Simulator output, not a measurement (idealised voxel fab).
process module | voxel gate over fins
cross-section cut | 195 nm wide | cells 5 nm
A cross-section is a grid of square cells, given in bands from the top down. A band is one or more rows of cells.
Each band's line starts with the height of the band's top and of its bottom, in nm. Then come its materials from left to right, each with its width in nm. One material with "throughout" fills the band from edge to edge. "air" is empty space.
Height 0 is the level under which the wafer as received is all one material. The lowest band goes on downwards, as in "0 down".
A width such as "30 to 40" changes by the same amount from each row of cells to the next, from the band's top row to its bottom row.
"no change" after a step means that no cell of the cross-section changed.
closed voids: empty space of 8 cells or more with no open way to the top, each as width x height at its distance from the left edge, in nm
after a step's settings: what the simulator itself notes on the step
overlay nm, on a step with a mask: how far to the right of its planned place the mask lay; to the left if negative
plan
1 op RECEIVE | material Si
2 op CONFORMAL_DEP | material SiN | thk nm 5
3 op PATTERN | tone cover | mask id FINS | material resist | width nm 15 | pitch nm 40 | thk nm 15 | overlay nm 0
4 op DIRECTIONAL_ETCH | etch materials SiN | depth nm 5
5 op DIRECTIONAL_ETCH | etch materials Si | depth nm 40
6 op STRIP | etch materials resist
7 op FILL_DEP | material SiO2 | thk nm 10
8 op CMP | height nm 5
9 op SELECTIVE_ETCH | etch materials SiO2 | depth nm 20
10 op STRIP | etch materials SiN
11 op CONFORMAL_DEP | material HfO2 | thk nm 5
12 op CONFORMAL_DEP | material TiN | thk nm 5
13 op CONFORMAL_DEP | material TiAl | thk nm 5
14 op CONFORMAL_DEP | material TiN | thk nm 5
15 op FILL_DEP | material W | thk nm 15
16 op CMP | height nm 30
17 op CONFORMAL_DEP | material SiN | thk nm 5
as received, after step 1
  0 down: Si throughout
  closed voids: none
a wafer at the end: this start, this plan, one mistake
  35 to 30: SiN throughout
  30 to 20: W throughout
  20 to 15: W 30 | TiN 135 | W 30
  15 to 10: W 30 | TiN 5 | TiAl 125 | TiN 5 | W 30
  10 to 5: W 30 | TiN 5 | TiAl 5 | TiN 35 | TiAl 5 | TiN 35 | TiAl 5 | TiN 35 | TiAl 5 | TiN 5 | W 30
  5 to 0: W 30 | TiN 5 | TiAl 5 | TiN 5 | HfO2 25 | TiN 5 | TiAl 5 | TiN 5 | HfO2 25 | TiN 5 | TiAl 5 | TiN 5 | HfO2 25 | TiN 5 | TiAl 5 | TiN 5 | W 30
  0 to -15: W 30 | TiN 5 | TiAl 5 | TiN 5 | HfO2 5 | Si 15 | HfO2 5 | TiN 5 | TiAl 5 | TiN 5 | HfO2 5 | Si 15 | HfO2 5 | TiN 5 | TiAl 5 | TiN 5 | HfO2 5 | Si 15 | HfO2 5 | TiN 5 | TiAl 5 | TiN 5 | W 30
  -15 to -20: TiN 35 | TiAl 5 | TiN 5 | HfO2 5 | Si 15 | HfO2 5 | TiN 5 | TiAl 5 | TiN 5 | HfO2 5 | Si 15 | HfO2 5 | TiN 5 | TiAl 5 | TiN 5 | HfO2 5 | Si 15 | HfO2 5 | TiN 5 | TiAl 5 | TiN 35
  -20 to -25: TiAl 40 | TiN 5 | HfO2 5 | Si 15 | HfO2 5 | TiN 5 | TiAl 5 | TiN 5 | HfO2 5 | Si 15 | HfO2 5 | TiN 5 | TiAl 5 | TiN 5 | HfO2 5 | Si 15 | HfO2 5 | TiN 5 | TiAl 40
  -25 to -30: TiN 45 | HfO2 5 | Si 15 | HfO2 5 | TiN 15 | HfO2 5 | Si 15 | HfO2 5 | TiN 15 | HfO2 5 | Si 15 | HfO2 5 | TiN 45
  -30 to -35: HfO2 50 | Si 15 | HfO2 25 | Si 15 | HfO2 25 | Si 15 | HfO2 50
  -35 to -40: SiO2 50 | Si 15 | SiO2 25 | Si 15 | SiO2 25 | Si 15 | SiO2 50
  -40 down: Si throughout
  closed voids: none
what went wrong: step 9 was run twice
